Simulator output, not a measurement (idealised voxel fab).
Herein follows the process module entitled voxel transistor to metal.
FYI the section here is cut, 285 nm wide, cells are 5 nm squares.
A cross-section in this document is a grid of square cells, and it is written down as bands, the top band listed before the ones below it; a band is made up of one or more rows of cells. First you get the band's top height and its bottom height, in nm, and then the materials it's made of, left to right, with each width in nm. If you see a single material with "everywhere", that one covers the band edge to edge. "air" is empty space. Zero point of the height axis is 0; under it, received wafer = one material. Lowest band: continues down indefinitely, "from 0 down". When a width is written as two numbers, as in "30..40", the first number is the width in the top row of cells of the band and the second is the width in its bottom row, and the width changes by the same amount from each row to the next. What does "remained the same" mean for a step? It means no cell of the cross-section changed in that step. Each empty space that has no open way to the top and spans at least 8 cells appears under "Enclosed voids" as width x height at distance, the distance counted from the left edge, all in nm. Step line, after settings: the simulator's comment on this step. If you see "overlay nm" on a step's line and that step has a mask, it's telling you how far right of where it was planned the mask ended up; a negative number means it went left instead.

The steps planned for the process are as follows
| 1 | RECEIVE | material Si |
| 2 | CONFORMAL_DEP | material SiO2 | thk nm 5 |
| 3 | CONFORMAL_DEP | material SiN | thk nm 10 |
| 4 | PATTERN | tone cover | mask id ACTIVE | material resist | width nm 115 | pitch nm 140 | thk nm 15 | overlay nm 0 |
| 5 | DIRECTIONAL_ETCH | etch materials SiN | depth nm 10 |
| 6 | DIRECTIONAL_ETCH | etch materials SiO2 | depth nm 5 |
| 7 | DIRECTIONAL_ETCH | etch materials Si | depth nm 25 |
| 8 | STRIP | etch materials resist |
| 9 | OXIDIZE | depth nm 5 |
| 10 | FILL_DEP | material SiO2 | thk nm 5 |
| 11 | CMP | height nm 15 |
| 12 | SELECTIVE_ETCH | etch materials SiO2 | depth nm 5 |
| 13 | STRIP | etch materials SiN |
| 14 | SELECTIVE_ETCH | etch materials SiO2 | depth nm 5 |
| 15 | OXIDIZE | depth nm 5 |
| 16 | DIRECTIONAL_DEP | material polySi | thk nm 25 |
| 17 | DIRECTIONAL_DEP | material SiCN | thk nm 10 |
| 18 | PATTERN | tone cover | mask id GATE | material resist | width nm 25 | pitch nm 140 | thk nm 20 | overlay nm 0 |
| 19 | DIRECTIONAL_ETCH | etch materials SiCN | depth nm 20 |
| 20 | DIRECTIONAL_ETCH | etch materials polySi | depth nm 35 |
| 21 | STRIP | etch materials resist |
| 22 | CONFORMAL_DEP | material SiO2 | thk nm 5 |
| 23 | DIRECTIONAL_ETCH | etch materials SiO2 | depth nm 5 |
| 24 | CONFORMAL_DEP | material SiN | thk nm 10 |
| 25 | DIRECTIONAL_ETCH | etch materials SiN | depth nm 10 |
| 26 | DIRECTIONAL_ETCH | etch materials SiO2 | depth nm 5 |
| 27 | DIRECTIONAL_ETCH | etch materials Si | depth nm 5 |
| 28 | EPI | material nSi | thk nm 5 |
| 29 | FILL_DEP | material SiO2 | thk nm 5 |
| 30 | CMP | height nm 35 |
| 31 | DIRECTIONAL_DEP | material SiO2 | thk nm 10 |
| 32 | DIRECTIONAL_DEP | material aC | thk nm 10 |
| 33 | PATTERN | tone open | mask id CONTACT | material resist | width nm 35 | pitch nm 70 | thk nm 30 | overlay nm 0 |
| 34 | DIRECTIONAL_ETCH | etch materials aC | depth nm 10 |
| 35 | STRIP | etch materials resist |
| 36 | DIRECTIONAL_ETCH | etch materials SiO2 | depth nm 50 |
| 37 | STRIP | etch materials aC |
| 38 | CONFORMAL_DEP | material TiN | thk nm 5 |
| 39 | FILL_DEP | material W | thk nm 5 |
| 40 | CMP | height nm 45 |
| 41 | DIRECTIONAL_DEP | material TiN | thk nm 5 |
| 42 | DIRECTIONAL_DEP | material W | thk nm 25 |
| 43 | PATTERN | tone cover | mask id METAL_1 | material resist | width nm 20 | thk nm 15 | overlay nm 0 |
| 44 | DIRECTIONAL_ETCH | etch materials W | depth nm 25 |
| 45 | DIRECTIONAL_ETCH | etch materials TiN | depth nm 5 |
| 46 | STRIP | etch materials resist |
| 47 | CONFORMAL_DEP | material SiN | thk nm 5 |
| 48 | FILL_DEP | material SiO2 | thk nm 10 |
| 49 | CMP | height nm 75 |
| 50 | CONFORMAL_DEP | material SiCN | thk nm 5 |

Wafer cross-section on receipt, i.e. after step 1
  from 0 down  Si everywhere
  Enclosed voids: none

Cross-section taken at module completion on the first of two wafers; processed per the plan
  from 80 to 75  SiCN everywhere
  from 75 to 50  15 SiO2 | 5 SiN | 20 W | 5 SiN | 55 SiO2 | 5 SiN | 20 W | 5 SiN | 25 SiO2 | 5 SiN | 20 W | 5 SiN | 55 SiO2 | 5 SiN | 20 W | 5 SiN | 15 SiO2
  from 50 to 45  20 SiN | 20 TiN | 65 SiN | 20 TiN | 35 SiN | 20 TiN | 65 SiN | 20 TiN | 20 SiN
  from 45 to 35  20 SiO2 | 5 TiN | 25..15 W | 5..15 TiN | 35 SiO2 | 5..15 TiN | 25..15 W | 5 TiN | 35 SiO2 | 5 TiN | 25..15 W | 5..15 TiN | 35 SiO2 | 5..15 TiN | 25..15 W | 5 TiN | 20 SiO2
  from 35 to 25  20 SiO2 | 5 TiN | 15 W | 5 TiN | 10 SiN | 5 SiO2 | 25 SiCN | 5 SiO2 | 10 SiN | 5 TiN | 15 W | 5 TiN | 35 SiO2 | 5 TiN | 15 W | 5 TiN | 10 SiN | 5 SiO2 | 25 SiCN | 5 SiO2 | 10 SiN | 5 TiN | 15 W | 5 TiN | 20 SiO2
  from 25 to 10  20 SiO2 | 5 TiN | 15 W | 5 TiN | 10 SiN | 5 SiO2 | 25 polySi | 5 SiO2 | 10 SiN | 5 TiN | 15 W | 5 TiN | 35 SiO2 | 5 TiN | 15 W | 5 TiN | 10 SiN | 5 SiO2 | 25 polySi | 5 SiO2 | 10 SiN | 5 TiN | 15 W | 5 TiN | 20 SiO2
  from 10 to 5  20 SiO2 | 10 TiN | 10 W | 5 TiN | 10 SiN | 5 SiO2 | 25 polySi | 5 SiO2 | 10 SiN | 5 TiN | 10 W | 10 TiN | 35 SiO2 | 10 TiN | 10 W | 5 TiN | 10 SiN | 5 SiO2 | 25 polySi | 5 SiO2 | 10 SiN | 5 TiN | 10 W | 10 TiN | 20 SiO2
  from 5 to 0  15 SiO2 | 10 SiN | 20 TiN | 10 SiN | 5 SiO2 | 25 polySi | 5 SiO2 | 10 SiN | 20 TiN | 10 SiN | 25 SiO2 | 10 SiN | 20 TiN | 10 SiN | 5 SiO2 | 25 polySi | 5 SiO2 | 10 SiN | 20 TiN | 10 SiN | 15 SiO2
  from 0 to -5  25 SiO2 | 5 nSi | 10 TiN | 5 nSi | 55 SiO2 | 5 nSi | 10 TiN | 5 nSi | 45 SiO2 | 5 nSi | 10 TiN | 5 nSi | 55 SiO2 | 5 nSi | 10 TiN | 5 nSi | 25 SiO2
  from -5 to -10  20 SiO2 | 5 Si | 20 nSi | 55 Si | 20 nSi | 5 Si | 35 SiO2 | 5 Si | 20 nSi | 55 Si | 20 nSi | 5 Si | 20 SiO2
  from -10 to -30  20 SiO2 | 105 Si | 35 SiO2 | 105 Si | 20 SiO2
  from -30 down  Si everywhere
  Enclosed voids: none

Same start, same plan as the first wafer - but one mistake in the run. Cross-section of the second of the two at the end of the module
  from 80 to 75  SiCN everywhere
  from 75 to 50  15 SiO2 | 5 SiN | 20 W | 5 SiN | 55 SiO2 | 5 SiN | 20 W | 5 SiN | 25 SiO2 | 5 SiN | 20 W | 5 SiN | 55 SiO2 | 5 SiN | 20 W | 5 SiN | 15 SiO2
  from 50 to 45  20 SiN | 20 TiN | 65 SiN | 20 TiN | 35 SiN | 20 TiN | 65 SiN | 20 TiN | 20 SiN
  from 45 to 35  20 SiO2 | 5 TiN | 25..15 W | 5..15 TiN | 35 SiO2 | 5..15 TiN | 25..15 W | 5 TiN | 35 SiO2 | 5 TiN | 25..15 W | 5..15 TiN | 35 SiO2 | 5..15 TiN | 25..15 W | 5 TiN | 20 SiO2
  from 35 to 30  20 SiO2 | 5 TiN | 15 W | 5 TiN | 10 SiN | 5 SiO2 | 25 SiCN | 5 SiO2 | 10 SiN | 5 TiN | 15 W | 5 TiN | 35 SiO2 | 5 TiN | 15 W | 5 TiN | 10 SiN | 5 SiO2 | 25 SiCN | 5 SiO2 | 10 SiN | 5 TiN | 15 W | 5 TiN | 20 SiO2
  from 30 to 10  20 SiO2 | 5 TiN | 15 W | 5 TiN | 10 SiN | 5 SiO2 | 25 polySi | 5 SiO2 | 10 SiN | 5 TiN | 15 W | 5 TiN | 35 SiO2 | 5 TiN | 15 W | 5 TiN | 10 SiN | 5 SiO2 | 25 polySi | 5 SiO2 | 10 SiN | 5 TiN | 15 W | 5 TiN | 20 SiO2
  from 10 to 5  20 SiO2 | 5 TiN | 10 W | 10 TiN | 10 SiN | 5 SiO2 | 25 polySi | 5 SiO2 | 10 SiN | 10 TiN | 10 W | 5 TiN | 35 SiO2 | 5 TiN | 10 W | 10 TiN | 10 SiN | 5 SiO2 | 25 polySi | 5 SiO2 | 10 SiN | 10 TiN | 10 W | 5 TiN | 20 SiO2
  from 5 to 0  20 SiO2 | 20 TiN | 5 nSi | 55 SiO2 | 5 nSi | 20 TiN | 35 SiO2 | 20 TiN | 5 nSi | 55 SiO2 | 5 nSi | 20 TiN | 20 SiO2
  from 0 to -5  20 SiO2 | 25 nSi | 55 Si | 25 nSi | 35 SiO2 | 25 nSi | 55 Si | 25 nSi | 20 SiO2
  from -5 to -30  20 SiO2 | 105 Si | 35 SiO2 | 105 Si | 20 SiO2
  from -30 down  Si everywhere
  Enclosed voids: none
Want to know what went wrong? the executed order of steps 13 and 14 is the reverse of that specified in the plan, each step having taken the other's position
End check, counted in cells, second wafer has more or fewer of these materials than the first: 38 more of Si | 10 fewer of SiCN | 16 fewer of SiN | 4 fewer of SiO2 | 8 fewer of TiN
